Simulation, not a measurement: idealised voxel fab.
Herein follows the process module entitled voxel released beams.
The cross-section shown here is cut; it is 250 nm wide and divided into square cells measuring 5 nm on a side.
Cross-section format: a grid of square cells, given as bands from top to bottom; each band is one or more rows of cells. Look at the band entry: it leads with the top's height and the bottom's height in nm. Then it lists the materials left to right, with a width in nm for each. The word "everywhere" on a single material says that material fills the band edge to edge. The word "blank" is empty space. Where do heights start? At 0: under that level the wafer as delivered is made of one material only. And the lowest band has no floor; it just carries on downward, as in "0 and below". The expression "30 to 40" gives the width at the extremes of the band, the first number at its top row of cells and the second at its bottom row, with the width changing by equal amounts from each row to the next in between. Reading "nothing changed" for a step: not a cell of the cross-section changed in it. Heads up: "Sealed voids" only lists the empty pockets with no open path to the top that are 8 cells or more, and it writes them as width x height at distance, distance from the left edge, in nm. What comes after the settings on a step's line is commentary from the simulator itself on that step. When a step includes a mask, the "overlay nm" setting on its line states how far to the right of its planned place that mask lay, and negative values state how far to the left.

These are the steps we planned for the process
1) RECEIVE, material Si
2) CONFORMAL_DEP, material Al2O3, thk nm 10
3) DIRECTIONAL_DEP, material SiO2, thk nm 20
4) DIRECTIONAL_DEP, material aC, thk nm 15
5) PATTERN, tone open, mask id ANCHOR, material resist, width nm 30, thk nm 35, overlay nm 0
6) DIRECTIONAL_ETCH, etch materials aC, depth nm 15
7) STRIP, etch materials resist
8) DIRECTIONAL_ETCH, etch materials SiO2, depth nm 20
9) STRIP, etch materials aC
10) CONFORMAL_DEP, material W, thk nm 10
11) DIRECTIONAL_DEP, material aC, thk nm 10
12) PATTERN, tone cover, mask id BEAM, material resist, width nm 90, thk nm 25, overlay nm 0
13) DIRECTIONAL_ETCH, etch materials aC, depth nm 10
14) STRIP, etch materials resist
15) DIRECTIONAL_ETCH, etch materials W, depth nm 10
16) STRIP, etch materials aC
17) STRIP, etch materials SiO2

First of two wafers, with the run carried out as planned

This is the cross-section of the wafer as we received it, i.e. after step 1
	0 and below | Si everywhere
	Sealed voids: none

Sectional view: wafer, after step 2
	10 down to 0 | Al2O3 everywhere
	Nothing below the height 0 has changed.

Sectional view: wafer, after step 3
	30 down to 10 | SiO2 everywhere
	Nothing below the height 10 has changed.

Sectional view: wafer, after step 4
	45 down to 30 | aC everywhere
	Nothing below the height 30 has changed.

Sectional view: wafer, after step 5
	80 down to 45 | resist: 80, then blank: 30, then resist: 140
	Nothing below the height 45 has changed.

Sectional view: wafer, after step 6
	65 down to 45 | resist: 80, then blank: 30, then resist: 140
	45 down to 30 | aC: 80, then blank: 30, then aC: 140
	Nothing below the height 30 has changed.

Sectional view: wafer, after step 7
	45 down to 30 | aC: 80, then blank: 30, then aC: 140
	Nothing below the height 30 has changed.

Sectional view: wafer, after step 8
	45 down to 30 | aC: 80, then blank: 30, then aC: 140
	30 down to 10 | SiO2: 80, then blank: 30, then SiO2: 140
	Nothing below the height 10 has changed.

Sectional view: wafer, after step 9
	30 down to 10 | SiO2: 80, then blank: 30, then SiO2: 140
	Nothing below the height 10 has changed.

Sectional view: wafer, after step 10
	40 down to 30 | W: 90, then blank: 10, then W: 150
	30 down to 20 | SiO2: 80, then W: 10, then blank: 10, then W: 10, then SiO2: 140
	20 down to 10 | SiO2: 80, then W: 30, then SiO2: 140
	Nothing below the height 10 has changed.

Sectional view: wafer, after step 11
	50 down to 40 | aC: 90, then blank: 10, then aC: 150
	40 down to 30 | W: 90, then blank: 10, then W: 150
	30 down to 20 | SiO2: 80, then W: 10, then aC: 10, then W: 10, then SiO2: 140
	Nothing below the height 20 has changed.

Sectional view: wafer, after step 12
	75 down to 50 | blank: 75, then resist: 90, then blank: 85
	50 down to 40 | aC: 90, then resist: 10, then aC: 150
	40 down to 30 | W: 90, then resist: 10, then W: 150
	Nothing below the height 30 has changed.

Sectional view: wafer, after step 13
	65 down to 50 | blank: 75, then resist: 90, then blank: 85
	50 down to 40 | blank: 75, then aC: 15, then resist: 10, then aC: 65, then blank: 85
	Nothing below the height 40 has changed.

Sectional view: wafer, after step 14
	50 down to 40 | blank: 75, then aC: 15, then blank: 10, then aC: 65, then blank: 85
	40 down to 30 | W: 90, then blank: 10, then W: 150
	Nothing below the height 30 has changed.

Sectional view: wafer, after step 15
	50 down to 40 | blank: 75, then aC: 15, then blank: 10, then aC: 65, then blank: 85
	40 down to 30 | blank: 75, then W: 15, then blank: 10, then W: 65, then blank: 85
	Nothing below the height 30 has changed.

Sectional view: wafer, after step 16
	40 down to 30 | blank: 75, then W: 15, then blank: 10, then W: 65, then blank: 85
	30 down to 20 | SiO2: 80, then W: 10, then blank: 10, then W: 10, then SiO2: 140
	Nothing below the height 20 has changed.

Sectional view: wafer, after step 17
	40 down to 30 | blank: 75, then W: 15, then blank: 10, then W: 65, then blank: 85
	30 down to 20 | blank: 80, then W: 10, then blank: 10, then W: 10, then blank: 140
	20 down to 10 | blank: 80, then W: 30, then blank: 140
	Nothing below the height 10 has changed.

Wafer two. Same start, same plan, one slip in execution. Same as wafer one through step 1, inclusive

Second wafer shown in cross-section at the time step 2 was slated to end: nothing changed

Second wafer shown in cross-section at the time step 3 was slated to end
	20 down to 0 | SiO2 everywhere
	Nothing below the height 0 has changed.

Second wafer shown in cross-section at the time step 4 was slated to end
	35 down to 20 | aC everywhere
	Nothing below the height 20 has changed.

Second wafer shown in cross-section at the time step 5 was slated to end
	70 down to 35 | resist: 80, then blank: 30, then resist: 140
	Nothing below the height 35 has changed.

Second wafer shown in cross-section at the time step 6 was slated to end
	55 down to 35 | resist: 80, then blank: 30, then resist: 140
	35 down to 20 | aC: 80, then blank: 30, then aC: 140
	Nothing below the height 20 has changed.

Second wafer shown in cross-section at the time step 7 was slated to end
	35 down to 20 | aC: 80, then blank: 30, then aC: 140
	Nothing below the height 20 has changed.

Second wafer shown in cross-section at the time step 8 was slated to end
	35 down to 20 | aC: 80, then blank: 30, then aC: 140
	20 down to 0 | SiO2: 80, then blank: 30, then SiO2: 140
	Nothing below the height 0 has changed.

Second wafer shown in cross-section at the time step 9 was slated to end
	20 down to 0 | SiO2: 80, then blank: 30, then SiO2: 140
	Nothing below the height 0 has changed.

Second wafer shown in cross-section at the time step 10 was slated to end
	30 down to 20 | W: 90, then blank: 10, then W: 150
	20 down to 10 | SiO2: 80, then W: 10, then blank: 10, then W: 10, then SiO2: 140
	10 down to 0 | SiO2: 80, then W: 30, then SiO2: 140
	Nothing below the height 0 has changed.

Second wafer shown in cross-section at the time step 11 was slated to end
	40 down to 30 | aC: 90, then blank: 10, then aC: 150
	30 down to 20 | W: 90, then blank: 10, then W: 150
	20 down to 10 | SiO2: 80, then W: 10, then aC: 10, then W: 10, then SiO2: 140
	Nothing below the height 10 has changed.

Second wafer shown in cross-section at the time step 12 was slated to end
	65 down to 40 | blank: 75, then resist: 90, then blank: 85
	40 down to 30 | aC: 90, then resist: 10, then aC: 150
	30 down to 20 | W: 90, then resist: 10, then W: 150
	Nothing below the height 20 has changed.

Second wafer shown in cross-section at the time step 13 was slated to end
	55 down to 40 | blank: 75, then resist: 90, then blank: 85
	40 down to 30 | blank: 75, then aC: 15, then resist: 10, then aC: 65, then blank: 85
	Nothing below the height 30 has changed.

Second wafer shown in cross-section at the time step 14 was slated to end
	40 down to 30 | blank: 75, then aC: 15, then blank: 10, then aC: 65, then blank: 85
	30 down to 20 | W: 90, then blank: 10, then W: 150
	Nothing below the height 20 has changed.

Second wafer shown in cross-section at the time step 15 was slated to end
	40 down to 30 | blank: 75, then aC: 15, then blank: 10, then aC: 65, then blank: 85
	30 down to 20 | blank: 75, then W: 15, then blank: 10, then W: 65, then blank: 85
	Nothing below the height 20 has changed.

Second wafer shown in cross-section at the time step 16 was slated to end
	30 down to 20 | blank: 75, then W: 15, then blank: 10, then W: 65, then blank: 85
	20 down to 10 | SiO2: 80, then W: 10, then blank: 10, then W: 10, then SiO2: 140
	Nothing below the height 10 has changed.

Second wafer shown in cross-section at the time step 17 was slated to end
	30 down to 20 | blank: 75, then W: 15, then blank: 10, then W: 65, then blank: 85
	20 down to 10 | blank: 80, then W: 10, then blank: 10, then W: 10, then blank: 140
	10 down to 0 | blank: 80, then W: 30, then blank: 140
	Nothing below the height 0 has changed.
In executing the process, a mistake was made relative to the plan: yeah, step 2 of the plan got skipped, never ran
Count the cells at the end and the second wafer has more or fewer of some materials than the first: -100 Al2O3
